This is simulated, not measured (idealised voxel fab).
A process module follows: voxel ribs on slabs.
Each square cell in cross-section cut measures 5 nm, and the section as a whole is 255 nm wide.
Cross-section layout: square cells on a grid; listed as bands, top to bottom; a band spans one or more cell rows.
Quick guide to a band line: top height, bottom height (nm) up front; then every material left to right with its width in nm. Only one material and it's marked "everywhere"? Then it fills the band edge to edge. And "air" just means empty space.
Beneath 0, the wafer as received is one material, and that level is where height counting begins. The lowest band goes on downward without a bottom; it is written like "0 down".
Quick explanation for "30->40": the width changes in equal steps down the rows of cells, from the first number in the band's top row to the second number in its bottom row.
Step marked "no alterations made"? Then no cell in the cross-section changed in it.
Basically, "Closed-off voids" tells you about the enclosed voids: empty spaces with no open way to the top, 8 cells or bigger, each written width x height at distance, where distance is from the left edge, all in nm.
Anything after a step's settings on that line? It's the simulator's own note about the step.
overlay nm: how far to the right of its planned place the mask lay on this masked step (negative: to the left).

# Process steps foreseen in the plan
1. RECEIVE | material Si
2. DIRECTIONAL_DEP | material SiO2 | thk nm 30
3. DIRECTIONAL_DEP | material polySi | thk nm 25
4. MASKED_ETCH | tone cover | mask id RIB | width nm 25 | etch materials polySi | depth nm 15 | overlay nm 0
5. MASKED_ETCH | tone cover | mask id SLAB | width nm 75 | etch materials polySi | depth nm 10 | overlay nm 0
6. FILL_DEP | material SiO2 | thk nm 15
7. CMP | height nm 65
8. DIRECTIONAL_DEP | material TiN | thk nm 10
9. PATTERN | tone cover | mask id HEATER | material resist | width nm 35 | thk nm 15 | overlay nm 0
10. DIRECTIONAL_ETCH | etch materials TiN | depth nm 10
11. STRIP | etch materials resist
12. CONFORMAL_DEP | material SiO2 | thk nm 5

# Cross-section of the wafer as it came to us, i.e., already through step 1
    0 down = Si everywhere
    Closed-off voids: none

# End-of-module cross-section of the first of two wafers, processed as planned
    80 to 75 = air=105 / SiO2=45 / air=105
    75 to 70 = air=105 / SiO2=5 / TiN=35 / SiO2=5 / air=105
    70 to 65 = SiO2=110 / TiN=35 / SiO2=110
    65 to 55 = SiO2 everywhere
    55 to 40 = SiO2=115 / polySi=25 / SiO2=115
    40 to 30 = SiO2=90 / polySi=75 / SiO2=90
    30 to 0 = SiO2 everywhere
    0 down = Si everywhere
    Closed-off voids: none

# Presented here is a cross-section of the second of the two wafers as it stood at the end of the module. It was started in the same manner and assigned the same plan as the first wafer; however, one mistake was made in its execution
    80 to 75 = air=105 / SiO2=45 / air=105
    75 to 70 = air=105 / SiO2=5 / TiN=35 / SiO2=5 / air=105
    70 to 65 = SiO2=110 / TiN=35 / SiO2=110
    65 to 50 = SiO2=115 / polySi=25 / SiO2=115
    50 to 40 = SiO2=90 / polySi=75 / SiO2=90
    40 to 0 = SiO2 everywhere
    0 down = Si everywhere
    Closed-off voids: none
What was the processing mistake? step 2 did not happen as planned, as run it was DIRECTIONAL_DEP | material SiO2 | thk nm 40
If you tally the cells, the second wafer ends up with the same amount of every material as the first; it's all just sitting in different places.
